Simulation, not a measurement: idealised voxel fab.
A process module follows: voxel capacitor over wiring.
Section cut is 260 nm wide and gridded with 5 nm square cells.
Format of a cross-section: grid, square cells. Given as bands. Order: top down. Band: one or more rows of cells.
This entry defines a band. It first specifies the height of the band's top and the height of its bottom in nm, and then specifies the band's materials from left to right, stating each material with its width in nm. The word "all across" identifies a single material that fills the band from edge to edge, while the word "air" identifies empty space.
For the purposes of this specification, 0 denotes the height below which the wafer in its as-received condition is composed wholly of one material, and the lowermost band, lacking a lower limit, extends downward without end, as expressed in "0..down".
Graded width ("30 to 40"): value in top row of band = first number; value in bottom row = second number; row-to-row change constant.
"remained the same" (step): cross-section cells unchanged, all of them.
Look at "Enclosed void list" for the closed voids: empty spaces with no open path to the top, sized 8 cells or up. Each is width x height at distance, distance from the left edge, all nm.
Step line, after settings: the simulator's comment on this step.
Regarding "overlay nm": on a step with a mask, it is the distance the mask lay to the right of its planned place; a negative value places it to the left.
Each of the pairs that make up the rest of this document says: here is the cross-section before one process step, here is the cross-section after it, drawn only down to the lowest band that changed, and here, under the pair, is the step lying between them with its settings. Different pairs may come from different runs of this module on the same starting wafer, so a pair continues from the pair above it only where its entry headed "State before step" says so.

[State before step]
> 105..90 = resist 90 nm / air 15 nm / resist 155 nm
> 90..85 = SiO2 all across
> 85..75 = SiO2 80 nm / TiN 25 nm / SiO2 155 nm
> 75..70 = SiO2 80 nm / Al2O3 25 nm / TiN 45 nm / SiO2 110 nm
> 70..65 = SiO2 75 nm / TiN 75 nm / SiO2 110 nm
> 65..60 = SiO2 75 nm / TiN 30 nm / Al2O3 45 nm / SiO2 110 nm
> 60..50 = SiO2 70 nm / Ru 35 nm / TiN 50 nm / SiO2 105 nm
> 50..40 = lowk 80 nm / Ru 15 nm / lowk 165 nm
> 40..35 = SiCN 80 nm / Ru 15 nm / SiCN 165 nm
> 35..15 = lowk 70 nm / W 25 nm / lowk 65 nm / W 25 nm / lowk 75 nm
> 15..10 = lowk 70 nm / TiN 25 nm / lowk 65 nm / TiN 25 nm / lowk 75 nm
> 10..0 = SiO2 all across
> 0..down = Si all across
> Enclosed void list: none

[Section After Processing]
> 105..90 = resist 90 nm / air 15 nm / resist 155 nm
> 90..85 = SiO2 90 nm / air 15 nm / SiO2 155 nm
> Note: structure below 85 unchanged.
> Enclosed void list: none
Can you name the step between the two cross-sections above? It is DIRECTIONAL_ETCH,etch materials SiO2,depth nm 15

State before step: just use the after drawing of the pair above as your starting point.

[Section After Processing]
> 90..85 = SiO2 90 nm / air 15 nm / SiO2 155 nm
> Note: structure below 85 unchanged.
> Enclosed void list: none
Can you name the step between the two cross-sections above? It is STRIP,etch materials resist

State before step: just use the after drawing of the pair above as your starting point.

[Section After Processing]
> 95..90 = TiN 95 nm / air 5 nm / TiN 160 nm
> 90..85 = SiO2 90 nm / TiN 15 nm / SiO2 155 nm
> Note: structure below 85 unchanged.
> Enclosed void list: none
Can you name the step between the two cross-sections above? It is CONFORMAL_DEP,material TiN,thk nm 5

State before step: just use the after drawing of the pair above as your starting point.

[Section After Processing]
> 100..95 = W all across
> 95..90 = TiN 95 nm / W 5 nm / TiN 160 nm
> Note: structure below 90 unchanged.
> Enclosed void list: none
Can you name the step between the two cross-sections above? It is FILL_DEP,material W,thk nm 5

State before step: just use the after drawing of the pair above as your starting point.

[Section After Processing]
> 90..85 = SiO2 90 nm / TiN 15 nm / SiO2 155 nm
> Note: structure below 85 unchanged.
> Enclosed void list: none
Can you name the step between the two cross-sections above? It is CMP,height nm 90

State before step: just use the after drawing of the pair above as your starting point.

[Section After Processing]
> 95..90 = SiCN all across
> Note: structure below 90 unchanged.
> Enclosed void list: none
Can you name the step between the two cross-sections above? It is CONFORMAL_DEP,material SiCN,thk nm 5

[State before step]
> 0..down = Si all across
> Enclosed void list: none

[Section After Processing]
> 5..0 = TiN all across
> Note: structure below 0 unchanged.
> Enclosed void list: none
Can you name the step between the two cross-sections above? It is DIRECTIONAL_DEP,material TiN,thk nm 5

State before step: just use the after drawing of the pair above as your starting point.

[Section After Processing]
> 15..5 = SiO2 all across
> Note: structure below 5 unchanged.
> Enclosed void list: none
Can you name the step between the two cross-sections above? It is CONFORMAL_DEP,material SiO2,thk nm 10

State before step: just use the after drawing of the pair above as your starting point.

[Section After Processing]
> 35..15 = W all across
> Note: structure below 15 unchanged.
> Enclosed void list: none
Can you name the step between the two cross-sections above? It is DIRECTIONAL_DEP,material W,thk nm 20

State before step: just use the after drawing of the pair above as your starting point.

[Section After Processing]
> 50..35 = aC all across
> Note: structure below 35 unchanged.
> Enclosed void list: none
Can you name the step between the two cross-sections above? It is DIRECTIONAL_DEP,material aC,thk nm 15

State before step: just use the after drawing of the pair above as your starting point.

[Section After Processing]
> 85..50 = air 70 nm / resist 25 nm / air 65 nm / resist 25 nm / air 75 nm
> Note: structure below 50 unchanged.
> Enclosed void list: none
Can you name the step between the two cross-sections above? It is PATTERN,tone cover,mask id METAL_1,material resist,width nm 25,pitch nm 90,thk nm 35,overlay nm 0

State before step: just use the after drawing of the pair above as your starting point.

[Section After Processing]
> 70..50 = air 70 nm / resist 25 nm / air 65 nm / resist 25 nm / air 75 nm
> 50..35 = air 70 nm / aC 25 nm / air 65 nm / aC 25 nm / air 75 nm
> Note: structure below 35 unchanged.
> Enclosed void list: none
Can you name the step between the two cross-sections above? It is DIRECTIONAL_ETCH,etch materials aC,depth nm 15

State before step: just use the after drawing of the pair above as your starting point.

[Section After Processing]
> 50..35 = air 70 nm / aC 25 nm / air 65 nm / aC 25 nm / air 75 nm
> Note: structure below 35 unchanged.
> Enclosed void list: none
Can you name the step between the two cross-sections above? It is STRIP,etch materials resist

State before step: just use the after drawing of the pair above as your starting point.

[Section After Processing]
> 50..35 = air 70 nm / aC 25 nm / air 65 nm / aC 25 nm / air 75 nm
> 35..15 = air 70 nm / W 25 nm / air 65 nm / W 25 nm / air 75 nm
> Note: structure below 15 unchanged.
> Enclosed void list: none
Can you name the step between the two cross-sections above? It is DIRECTIONAL_ETCH,etch materials W,depth nm 20

State before step: just use the after drawing of the pair above as your starting point.

[Section After Processing]
> 35..15 = air 70 nm / W 25 nm / air 65 nm / W 25 nm / air 75 nm
> Note: structure below 15 unchanged.
> Enclosed void list: none
Can you name the step between the two cross-sections above? It is STRIP,etch materials aC

State before step: just use the after drawing of the pair above as your starting point.

[Section After Processing]
> 40..35 = lowk all across
> 35..15 = lowk 70 nm / W 25 nm / lowk 65 nm / W 25 nm / lowk 75 nm
> Note: structure below 15 unchanged.
> Enclosed void list: none
Can you name the step between the two cross-sections above? It is FILL_DEP,material lowk,thk nm 5

State before step: just use the after drawing of the pair above as your starting point.

[Section After Processing]
> 35..15 = lowk 70 nm / W 25 nm / lowk 65 nm / W 25 nm / lowk 75 nm
> Note: structure below 15 unchanged.
> Enclosed void list: none
Can you name the step between the two cross-sections above? It is CMP,height nm 35

State before step: just use the after drawing of the pair above as your starting point.

[Section After Processing]
> 40..35 = SiCN all across
> Note: structure below 35 unchanged.
> Enclosed void list: none
Can you name the step between the two cross-sections above? It is CONFORMAL_DEP,material SiCN,thk nm 5

State before step: just use the after drawing of the pair above as your starting point.

[Section After Processing]
> 50..40 = lowk all across
> Note: structure below 40 unchanged.
> Enclosed void list: none
Can you name the step between the two cross-sections above? It is DIRECTIONAL_DEP,material lowk,thk nm 10

State before step: just use the after drawing of the pair above as your starting point.

[Section After Processing]
> 50..40 = lowk 80 nm / air 15 nm / lowk 165 nm
> Note: structure below 40 unchanged.
> Enclosed void list: none
Can you name the step between the two cross-sections above? It is MASKED_ETCH,tone open,mask id PLUG_1,width nm 15,etch materials lowk,depth nm 10,overlay nm 0

State before step: just use the after drawing of the pair above as your starting point.

[Section After Processing]
> 50..40 = lowk 80 nm / air 15 nm / lowk 165 nm
> 40..35 = SiCN 80 nm / air 15 nm / SiCN 165 nm
> Note: structure below 35 unchanged.
> Enclosed void list: none
Can you name the step between the two cross-sections above? It is MASKED_ETCH,tone open,mask id PLUG_1,width nm 15,etch materials SiCN,depth nm 5,overlay nm 0

State before step: just use the after drawing of the pair above as your starting point.

[Section After Processing]
> 50..45 = lowk 80 nm / air 15 nm / lowk 165 nm
> 45..40 = lowk 80 nm / Ru 15 nm / lowk 165 nm
> 40..35 = SiCN 80 nm / Ru 15 nm / SiCN 165 nm
> Note: structure below 35 unchanged.
> Enclosed void list: none
Can you name the step between the two cross-sections above? It is EPI,material Ru,thk nm 10

State before step: just use the after drawing of the pair above as your starting point.

[Section After Processing]
> 50..40 = lowk 80 nm / Ru 15 nm / lowk 165 nm
> Note: structure below 40 unchanged.
> Enclosed void list: none
Can you name the step between the two cross-sections above? It is EPI,material Ru,thk nm 5

State before step: just use the after drawing of the pair above as your starting point.

[Section After Processing]
> 60..50 = TiN all across
> Note: structure below 50 unchanged.
> Enclosed void list: none
Can you name the step between the two cross-sections above? It is DIRECTIONAL_DEP,material TiN,thk nm 10

State before step: just use the after drawing of the pair above as your starting point.

[Section After Processing]
> 65..60 = Al2O3 all across
> Note: structure below 60 unchanged.
> Enclosed void list: none
Can you name the step between the two cross-sections above? It is DIRECTIONAL_DEP,material Al2O3,thk nm 5

State before step: just use the after drawing of the pair above as your starting point.

[Section After Processing]
> 75..65 = TiN all across
> Note: structure below 65 unchanged.
> Enclosed void list: none
Can you name the step between the two cross-sections above? It is DIRECTIONAL_DEP,material TiN,thk nm 10

State before step: just use the after drawing of the pair above as your starting point.

[Section After Processing]
> 95..75 = air 80 nm / resist 70 nm / air 110 nm
> Note: structure below 75 unchanged.
> Enclosed void list: none
Can you name the step between the two cross-sections above? It is PATTERN,tone cover,mask id UPPER_PLATE,material resist,width nm 70,thk nm 20,overlay nm 0

State before step: just use the after drawing of the pair above as your starting point.

[Section After Processing]
> 95..75 = air 80 nm / resist 70 nm / air 110 nm
> 75..65 = air 80 nm / TiN 70 nm / air 110 nm
> Note: structure below 65 unchanged.
> Enclosed void list: none
Can you name the step between the two cross-sections above? It is DIRECTIONAL_ETCH,etch materials TiN,depth nm 10

State before step: just use the after drawing of the pair above as your starting point.

[Section After Processing]
> 95..75 = air 80 nm / resist 70 nm / air 110 nm
> 75..65 = air 80 nm / TiN 70 nm / air 110 nm
> 65..60 = air 80 nm / Al2O3 70 nm / air 110 nm
> Note: structure below 60 unchanged.
> Enclosed void list: none
Can you name the step between the two cross-sections above? It is DIRECTIONAL_ETCH,etch materials Al2O3,depth nm 5

State before step: just use the after drawing of the pair above as your starting point.

[Section After Processing]
> 75..65 = air 80 nm / TiN 70 nm / air 110 nm
> Note: structure below 65 unchanged.
> Enclosed void list: none
Can you name the step between the two cross-sections above? It is STRIP,etch materials resist

State before step: just use the after drawing of the pair above as your starting point.

[Section After Processing]
> 90..75 = air 75 nm / resist 80 nm / air 105 nm
> 75..65 = air 75 nm / resist 5 nm / TiN 70 nm / resist 5 nm / air 105 nm
> 65..60 = air 75 nm / resist 5 nm / Al2O3 70 nm / resist 5 nm / air 105 nm
> Note: structure below 60 unchanged.
> Enclosed void list: none
Can you name the step between the two cross-sections above? It is PATTERN,tone cover,mask id LOWER_PLATE,material resist,width nm 80,thk nm 15,overlay nm 0

State before step: just use the after drawing of the pair above as your starting point.

[Section After Processing]
> 90..75 = air 75 nm / resist 80 nm / air 105 nm
> 75..65 = air 75 nm / resist 5 nm / TiN 70 nm / resist 5 nm / air 105 nm
> 65..60 = air 75 nm / resist 5 nm / Al2O3 70 nm / resist 5 nm / air 105 nm
> 60..50 = air 75 nm / TiN 80 nm / air 105 nm
> Note: structure below 50 unchanged.
> Enclosed void list: none
Can you name the step between the two cross-sections above? It is DIRECTIONAL_ETCH,etch materials TiN,depth nm 10

State before step: just use the after drawing of the pair above as your starting point.

[Section After Processing]
> 75..65 = air 80 nm / TiN 70 nm / air 110 nm
> 65..60 = air 80 nm / Al2O3 70 nm / air 110 nm
> Note: structure below 60 unchanged.
> Enclosed void list: none
Can you name the step between the two cross-sections above? It is STRIP,etch materials resist

State before step: just use the after drawing of the pair above as your starting point.

[Section After Processing]
> 95..75 = SiO2 all across
> 75..65 = SiO2 80 nm / TiN 70 nm / SiO2 110 nm
> 65..60 = SiO2 80 nm / Al2O3 70 nm / SiO2 110 nm
> 60..50 = SiO2 75 nm / TiN 80 nm / SiO2 105 nm
> Note: structure below 50 unchanged.
> Enclosed void list: none
Can you name the step between the two cross-sections above? It is FILL_DEP,material SiO2,thk nm 20

State before step: just use the after drawing of the pair above as your starting point.

[Section After Processing]
> 90..75 = SiO2 all across
> Note: structure below 75 unchanged.
> Enclosed void list: none
Can you name the step between the two cross-sections above? It is CMP,height nm 90

State before step: just use the after drawing of the pair above as your starting point.

[Section After Processing]
> 105..90 = resist 90 nm / air 15 nm / resist 155 nm
> Note: structure below 90 unchanged.
> Enclosed void list: none
Can you name the step between the two cross-sections above? It is PATTERN,tone open,mask id PLUG_2,material resist,width nm 15,thk nm 15,overlay nm 0

State before step: just use the after drawing of the pair above as your starting point.

[Section After Processing]
> 105..90 = resist 90 nm / air 15 nm / resist 155 nm
> 90..75 = SiO2 90 nm / air 15 nm / SiO2 155 nm
> Note: structure below 75 unchanged.
> Enclosed void list: none
Can you name the step between the two cross-sections above? It is DIRECTIONAL_ETCH,etch materials SiO2,depth nm 15

State before step: just use the after drawing of the pair above as your starting point.

[Section After Processing]
> 90..75 = SiO2 90 nm / air 15 nm / SiO2 155 nm
> Note: structure below 75 unchanged.
> Enclosed void list: none
Can you name the step between the two cross-sections above? It is STRIP,etch materials resist

State before step: just use the after drawing of the pair above as your starting point.

[Section After Processing]
> 95..90 = TiN 95 nm / air 5 nm / TiN 160 nm
> 90..80 = SiO2 90 nm / TiN 5 nm / air 5 nm / TiN 5 nm / SiO2 155 nm
> 80..75 = SiO2 90 nm / TiN 15 nm / SiO2 155 nm
> Note: structure below 75 unchanged.
> Enclosed void list: none
Can you name the step between the two cross-sections above? It is CONFORMAL_DEP,material TiN,thk nm 5

State before step: just use the after drawing of the pair above as your starting point.

[Section After Processing]
> 100..95 = W all across
> 95..90 = TiN 95 nm / W 5 nm / TiN 160 nm
> 90..80 = SiO2 90 nm / TiN 5 nm / W 5 nm / TiN 5 nm / SiO2 155 nm
> Note: structure below 80 unchanged.
> Enclosed void list: none
Can you name the step between the two cross-sections above? It is FILL_DEP,material W,thk nm 5

State before step: just use the after drawing of the pair above as your starting point.

[Section After Processing]
> 90..80 = SiO2 90 nm / TiN 5 nm / W 5 nm / TiN 5 nm / SiO2 155 nm
> Note: structure below 80 unchanged.
> Enclosed void list: none
Can you name the step between the two cross-sections above? It is CMP,height nm 90

State before step: just use the after drawing of the pair above as your starting point.

[Section After Processing]
> 95..90 = SiCN all across
> Note: structure below 90 unchanged.
> Enclosed void list: none
Can you name the step between the two cross-sections above? It is CONFORMAL_DEP,material SiCN,thk nm 5

[State before step]
> 65..60 = Al2O3 all across
> 60..50 = TiN all across
> 50..40 = lowk 80 nm / Ru 15 nm / lowk 165 nm
> 40..35 = SiCN 80 nm / Ru 15 nm / SiCN 165 nm
> 35..15 = lowk 70 nm / W 25 nm / lowk 65 nm / W 25 nm / lowk 75 nm
> 15..10 = lowk 70 nm / TiN 25 nm / lowk 65 nm / TiN 25 nm / lowk 75 nm
> 10..0 = SiO2 all across
> 0..down = Si all across
> Enclosed void list: none

[Section After Processing]
> 70..65 = TiN all across
> Note: structure below 65 unchanged.
> Enclosed void list: none
Can you name the step between the two cross-sections above? It is DIRECTIONAL_DEP,material TiN,thk nm 5

State before step: just use the after drawing of the pair above as your starting point.

[Section After Processing]
> 90..70 = air 80 nm / resist 70 nm / air 110 nm
> Note: structure below 70 unchanged.
> Enclosed void list: none
Can you name the step between the two cross-sections above? It is PATTERN,tone cover,mask id UPPER_PLATE,material resist,width nm 70,thk nm 20,overlay nm 0

State before step: just use the after drawing of the pair above as your starting point.

[Section After Processing]
> 90..70 = air 80 nm / resist 70 nm / air 110 nm
> 70..65 = air 80 nm / TiN 70 nm / air 110 nm
> Note: structure below 65 unchanged.
> Enclosed void list: none
Can you name the step between the two cross-sections above? It is DIRECTIONAL_ETCH,etch materials TiN,depth nm 10

State before step: just use the after drawing of the pair above as your starting point.

[Section After Processing]
> 90..70 = air 80 nm / resist 70 nm / air 110 nm
> 70..65 = air 80 nm / TiN 70 nm / air 110 nm
> 65..60 = air 80 nm / Al2O3 70 nm / air 110 nm
> Note: structure below 60 unchanged.
> Enclosed void list: none
Can you name the step between the two cross-sections above? It is DIRECTIONAL_ETCH,etch materials Al2O3,depth nm 5

State before step: just use the after drawing of the pair above as your starting point.

[Section After Processing]
> 70..65 = air 80 nm / TiN 70 nm / air 110 nm
> Note: structure below 65 unchanged.
> Enclosed void list: none
Can you name the step between the two cross-sections above? It is STRIP,etch materials resist

State before step: just use the after drawing of the pair above as your starting point.

[Section After Processing]
> 85..70 = air 75 nm / resist 80 nm / air 105 nm
> 70..65 = air 75 nm / resist 5 nm / TiN 70 nm / resist 5 nm / air 105 nm
> 65..60 = air 75 nm / resist 5 nm / Al2O3 70 nm / resist 5 nm / air 105 nm
> Note: structure below 60 unchanged.
> Enclosed void list: none
Can you name the step between the two cross-sections above? It is PATTERN,tone cover,mask id LOWER_PLATE,material resist,width nm 80,thk nm 15,overlay nm 0

State before step: just use the after drawing of the pair above as your starting point.

[Section After Processing]
> 85..70 = air 75 nm / resist 80 nm / air 105 nm
> 70..65 = air 75 nm / resist 5 nm / TiN 70 nm / resist 5 nm / air 105 nm
> 65..60 = air 75 nm / resist 5 nm / Al2O3 70 nm / resist 5 nm / air 105 nm
> 60..50 = air 75 nm / TiN 80 nm / air 105 nm
> Note: structure below 50 unchanged.
> Enclosed void list: none
Can you name the step between the two cross-sections above? It is DIRECTIONAL_ETCH,etch materials TiN,depth nm 10

State before step: just use the after drawing of the pair above as your starting point.

[Section After Processing]
> 70..65 = air 80 nm / TiN 70 nm / air 110 nm
> 65..60 = air 80 nm / Al2O3 70 nm / air 110 nm
> Note: structure below 60 unchanged.
> Enclosed void list: none
Can you name the step between the two cross-sections above? It is STRIP,etch materials resist

State before step: just use the after drawing of the pair above as your starting point.

[Section After Processing]
> 90..70 = SiO2 all across
> 70..65 = SiO2 80 nm / TiN 70 nm / SiO2 110 nm
> 65..60 = SiO2 80 nm / Al2O3 70 nm / SiO2 110 nm
> 60..50 = SiO2 75 nm / TiN 80 nm / SiO2 105 nm
> Note: structure below 50 unchanged.
> Enclosed void list: none
Can you name the step between the two cross-sections above? It is FILL_DEP,material SiO2,thk nm 20

State before step: just use the after drawing of the pair above as your starting point.

[Section After Processing]
> 105..90 = resist 90 nm / air 15 nm / resist 155 nm
> Note: structure below 90 unchanged.
> Enclosed void list: none
Can you name the step between the two cross-sections above? It is PATTERN,tone open,mask id PLUG_2,material resist,width nm 15,thk nm 15,overlay nm 0

State before step: just use the after drawing of the pair above as your starting point.

[Section After Processing]
> 105..90 = resist 90 nm / air 15 nm / resist 155 nm
> 90..75 = SiO2 90 nm / air 15 nm / SiO2 155 nm
> Note: structure below 75 unchanged.
> Enclosed void list: none
Can you name the step between the two cross-sections above? It is DIRECTIONAL_ETCH,etch materials SiO2,depth nm 15

State before step: just use the after drawing of the pair above as your starting point.

[Section After Processing]
> 90..75 = SiO2 90 nm / air 15 nm / SiO2 155 nm
> Note: structure below 75 unchanged.
> Enclosed void list: none
Can you name the step between the two cross-sections above? It is STRIP,etch materials resist

State before step: just use the after drawing of the pair above as your starting point.

[Section After Processing]
> 95..90 = TiN 95 nm / air 5 nm / TiN 160 nm
> 90..80 = SiO2 90 nm / TiN 5 nm / air 5 nm / TiN 5 nm / SiO2 155 nm
> 80..75 = SiO2 90 nm / TiN 15 nm / SiO2 155 nm
> Note: structure below 75 unchanged.
> Enclosed void list: none
Can you name the step between the two cross-sections above? It is CONFORMAL_DEP,material TiN,thk nm 5

State before step: just use the after drawing of the pair above as your starting point.

[Section After Processing]
> 100..95 = W all across
> 95..90 = TiN 95 nm / W 5 nm / TiN 160 nm
> 90..80 = SiO2 90 nm / TiN 5 nm / W 5 nm / TiN 5 nm / SiO2 155 nm
> Note: structure below 80 unchanged.
> Enclosed void list: none
Can you name the step between the two cross-sections above? It is FILL_DEP,material W,thk nm 5

State before step: just use the after drawing of the pair above as your starting point.

[Section After Processing]
> 90..80 = SiO2 90 nm / TiN 5 nm / W 5 nm / TiN 5 nm / SiO2 155 nm
> Note: structure below 80 unchanged.
> Enclosed void list: none
Can you name the step between the two cross-sections above? It is CMP,height nm 90

State before step: just use the after drawing of the pair above as your starting point.

[Section After Processing]
> 95..90 = SiCN all across
> Note: structure below 90 unchanged.
> Enclosed void list: none
Can you name the step between the two cross-sections above? It is CONFORMAL_DEP,material SiCN,thk nm 5

[State before step]
> 75..65 = TiN all across
> 65..60 = Al2O3 all across
> 60..50 = TiN all across
> 50..40 = lowk 80 nm / Ru 15 nm / lowk 165 nm
> 40..35 = SiCN 80 nm / Ru 15 nm / SiCN 165 nm
> 35..15 = lowk 70 nm / W 25 nm / lowk 65 nm / W 25 nm / lowk 75 nm
> 15..10 = lowk 70 nm / TiN 25 nm / lowk 65 nm / TiN 25 nm / lowk 75 nm
> 10..0 = SiO2 all across
> 0..down = Si all across
> Enclosed void list: none

[Section After Processing]
> 95..75 = air 85 nm / resist 60 nm / air 115 nm
> Note: structure below 75 unchanged.
> Enclosed void list: none
Can you name the step between the two cross-sections above? It is PATTERN,tone cover,mask id UPPER_PLATE,material resist,width nm 60,thk nm 20,overlay nm 0

State before step: just use the after drawing of the pair above as your starting point.

[Section After Processing]
> 95..75 = air 85 nm / resist 60 nm / air 115 nm
> 75..65 = air 85 nm / TiN 60 nm / air 115 nm
> Note: structure below 65 unchanged.
> Enclosed void list: none
Can you name the step between the two cross-sections above? It is DIRECTIONAL_ETCH,etch materials TiN,depth nm 10

State before step: just use the after drawing of the pair above as your starting point.

[Section After Processing]
> 95..75 = air 85 nm / resist 60 nm / air 115 nm
> 75..65 = air 85 nm / TiN 60 nm / air 115 nm
> 65..60 = air 85 nm / Al2O3 60 nm / air 115 nm
> Note: structure below 60 unchanged.
> Enclosed void list: none
Can you name the step between the two cross-sections above? It is DIRECTIONAL_ETCH,etch materials Al2O3,depth nm 5

State before step: just use the after drawing of the pair above as your starting point.

[Section After Processing]
> 75..65 = air 85 nm / TiN 60 nm / air 115 nm
> Note: structure below 65 unchanged.
> Enclosed void list: none
Can you name the step between the two cross-sections above? It is STRIP,etch materials resist

State before step: just use the after drawing of the pair above as your starting point.

[Section After Processing]
> 90..75 = air 75 nm / resist 80 nm / air 105 nm
> 75..65 = air 75 nm / resist 10 nm / TiN 60 nm / resist 10 nm / air 105 nm
> 65..60 = air 75 nm / resist 10 nm / Al2O3 60 nm / resist 10 nm / air 105 nm
> Note: structure below 60 unchanged.
> Enclosed void list: none
Can you name the step between the two cross-sections above? It is PATTERN,tone cover,mask id LOWER_PLATE,material resist,width nm 80,thk nm 15,overlay nm 0

State before step: just use the after drawing of the pair above as your starting point.

[Section After Processing]
> 90..75 = air 75 nm / resist 80 nm / air 105 nm
> 75..65 = air 75 nm / resist 10 nm / TiN 60 nm / resist 10 nm / air 105 nm
> 65..60 = air 75 nm / resist 10 nm / Al2O3 60 nm / resist 10 nm / air 105 nm
> 60..50 = air 75 nm / TiN 80 nm / air 105 nm
> Note: structure below 50 unchanged.
> Enclosed void list: none
Can you name the step between the two cross-sections above? It is DIRECTIONAL_ETCH,etch materials TiN,depth nm 10

State before step: just use the after drawing of the pair above as your starting point.

[Section After Processing]
> 75..65 = air 85 nm / TiN 60 nm / air 115 nm
> 65..60 = air 85 nm / Al2O3 60 nm / air 115 nm
> Note: structure below 60 unchanged.
> Enclosed void list: none
Can you name the step between the two cross-sections above? It is STRIP,etch materials resist

State before step: just use the after drawing of the pair above as your starting point.

[Section After Processing]
> 95..75 = SiO2 all across
> 75..65 = SiO2 85 nm / TiN 60 nm / SiO2 115 nm
> 65..60 = SiO2 85 nm / Al2O3 60 nm / SiO2 115 nm
> 60..50 = SiO2 75 nm / TiN 80 nm / SiO2 105 nm
> Note: structure below 50 unchanged.
> Enclosed void list: none
Can you name the step between the two cross-sections above? It is FILL_DEP,material SiO2,thk nm 20

State before step: just use the after drawing of the pair above as your starting point.

[Section After Processing]
> 90..75 = SiO2 all across
> Note: structure below 75 unchanged.
> Enclosed void list: none
Can you name the step between the two cross-sections above? It is CMP,height nm 90

State before step: just use the after drawing of the pair above as your starting point.

[Section After Processing]
> 105..90 = resist 90 nm / air 15 nm / resist 155 nm
> Note: structure below 90 unchanged.
> Enclosed void list: none
Can you name the step between the two cross-sections above? It is PATTERN,tone open,mask id PLUG_2,material resist,width nm 15,thk nm 15,overlay nm 0

State before step: just use the after drawing of the pair above as your starting point.

[Section After Processing]
> 105..90 = resist 90 nm / air 15 nm / resist 155 nm
> 90..75 = SiO2 90 nm / air 15 nm / SiO2 155 nm
> Note: structure below 75 unchanged.
> Enclosed void list: none
Can you name the step between the two cross-sections above? It is DIRECTIONAL_ETCH,etch materials SiO2,depth nm 15

State before step: just use the after drawing of the pair above as your starting point.

[Section After Processing]
> 90..75 = SiO2 90 nm / air 15 nm / SiO2 155 nm
> Note: structure below 75 unchanged.
> Enclosed void list: none
Can you name the step between the two cross-sections above? It is STRIP,etch materials resist

State before step: just use the after drawing of the pair above as your starting point.

[Section After Processing]
> 95..90 = TiN 95 nm / air 5 nm / TiN 160 nm
> 90..80 = SiO2 90 nm / TiN 5 nm / air 5 nm / TiN 5 nm / SiO2 155 nm
> 80..75 = SiO2 90 nm / TiN 15 nm / SiO2 155 nm
> Note: structure below 75 unchanged.
> Enclosed void list: none
Can you name the step between the two cross-sections above? It is CONFORMAL_DEP,material TiN,thk nm 5

State before step: just use the after drawing of the pair above as your starting point.

[Section After Processing]
> 100..95 = W all across
> 95..90 = TiN 95 nm / W 5 nm / TiN 160 nm
> 90..80 = SiO2 90 nm / TiN 5 nm / W 5 nm / TiN 5 nm / SiO2 155 nm
> Note: structure below 80 unchanged.
> Enclosed void list: none
Can you name the step between the two cross-sections above? It is FILL_DEP,material W,thk nm 5

State before step: just use the after drawing of the pair above as your starting point.

[Section After Processing]
> 90..80 = SiO2 90 nm / TiN 5 nm / W 5 nm / TiN 5 nm / SiO2 155 nm
> Note: structure below 80 unchanged.
> Enclosed void list: none
Can you name the step between the two cross-sections above? It is CMP,height nm 90

State before step: just use the after drawing of the pair above as your starting point.

[Section After Processing]
> 95..90 = SiCN all across
> Note: structure below 90 unchanged.
> Enclosed void list: none
Can you name the step between the two cross-sections above? It is CONFORMAL_DEP,material SiCN,thk nm 5

[State before step]
> 90..75 = SiO2 all across
> 75..65 = SiO2 80 nm / TiN 70 nm / SiO2 110 nm
> 65..60 = SiO2 80 nm / Al2O3 70 nm / SiO2 110 nm
> 60..50 = SiO2 75 nm / TiN 80 nm / SiO2 105 nm
> 50..40 = lowk 80 nm / Ru 15 nm / lowk 165 nm
> 40..35 = SiCN 80 nm / Ru 15 nm / SiCN 165 nm
> 35..15 = lowk 70 nm / W 25 nm / lowk 65 nm / W 25 nm / lowk 75 nm
> 15..10 = lowk 70 nm / TiN 25 nm / lowk 65 nm / TiN 25 nm / lowk 75 nm
> 10..0 = SiO2 all across
> 0..down = Si all across
> Enclosed void list: none

[Section After Processing]
> 105..90 = resist 95 nm / air 15 nm / resist 150 nm
> Note: structure below 90 unchanged.
> Enclosed void list: none
Can you name the step between the two cross-sections above? It is PATTERN,tone open,mask id PLUG_2,material resist,width nm 15,thk nm 15,overlay nm 5

State before step: just use the after drawing of the pair above as your starting point.

[Section After Processing]
> 105..90 = resist 95 nm / air 15 nm / resist 150 nm
> 90..75 = SiO2 95 nm / air 15 nm / SiO2 150 nm
> Note: structure below 75 unchanged.
> Enclosed void list: none
Can you name the step between the two cross-sections above? It is DIRECTIONAL_ETCH,etch materials SiO2,depth nm 15

State before step: just use the after drawing of the pair above as your starting point.

[Section After Processing]
> 90..75 = SiO2 95 nm / air 15 nm / SiO2 150 nm
> Note: structure below 75 unchanged.
> Enclosed void list: none
Can you name the step between the two cross-sections above? It is STRIP,etch materials resist

State before step: just use the after drawing of the pair above as your starting point.

[Section After Processing]
> 95..90 = TiN 100 nm / air 5 nm / TiN 155 nm
> 90..80 = SiO2 95 nm / TiN 5 nm / air 5 nm / TiN 5 nm / SiO2 150 nm
> 80..75 = SiO2 95 nm / TiN 15 nm / SiO2 150 nm
> Note: structure below 75 unchanged.
> Enclosed void list: none
Can you name the step between the two cross-sections above? It is CONFORMAL_DEP,material TiN,thk nm 5

State before step: just use the after drawing of the pair above as your starting point.

[Section After Processing]
> 100..95 = W all across
> 95..90 = TiN 100 nm / W 5 nm / TiN 155 nm
> 90..80 = SiO2 95 nm / TiN 5 nm / W 5 nm / TiN 5 nm / SiO2 150 nm
> Note: structure below 80 unchanged.
> Enclosed void list: none
Can you name the step between the two cross-sections above? It is FILL_DEP,material W,thk nm 5

State before step: just use the after drawing of the pair above as your starting point.

[Section After Processing]
> 90..80 = SiO2 95 nm / TiN 5 nm / W 5 nm / TiN 5 nm / SiO2 150 nm
> Note: structure below 80 unchanged.
> Enclosed void list: none
Can you name the step between the two cross-sections above? It is CMP,height nm 90

State before step: just use the after drawing of the pair above as your starting point.

[Section After Processing]
> 95..90 = SiCN all across
> Note: structure below 90 unchanged.
> Enclosed void list: none
Can you name the step between the two cross-sections above? It is CONFORMAL_DEP,material SiCN,thk nm 5

[State before step]
> 35..15 = air 70 nm / W 25 nm / air 65 nm / W 25 nm / air 75 nm
> 15..10 = air 70 nm / TiN 25 nm / air 65 nm / TiN 25 nm / air 75 nm
> 10..0 = SiO2 all across
> 0..down = Si all across
> Enclosed void list: none

[Section After Processing]
> 40..35 = aC all across
> 35..15 = aC 70 nm / W 25 nm / aC 65 nm / W 25 nm / aC 75 nm
> 15..10 = aC 70 nm / TiN 25 nm / aC 65 nm / TiN 25 nm / aC 75 nm
> Note: structure below 10 unchanged.
> Enclosed void list: none
Can you name the step between the two cross-sections above? It is FILL_DEP,material aC,thk nm 5
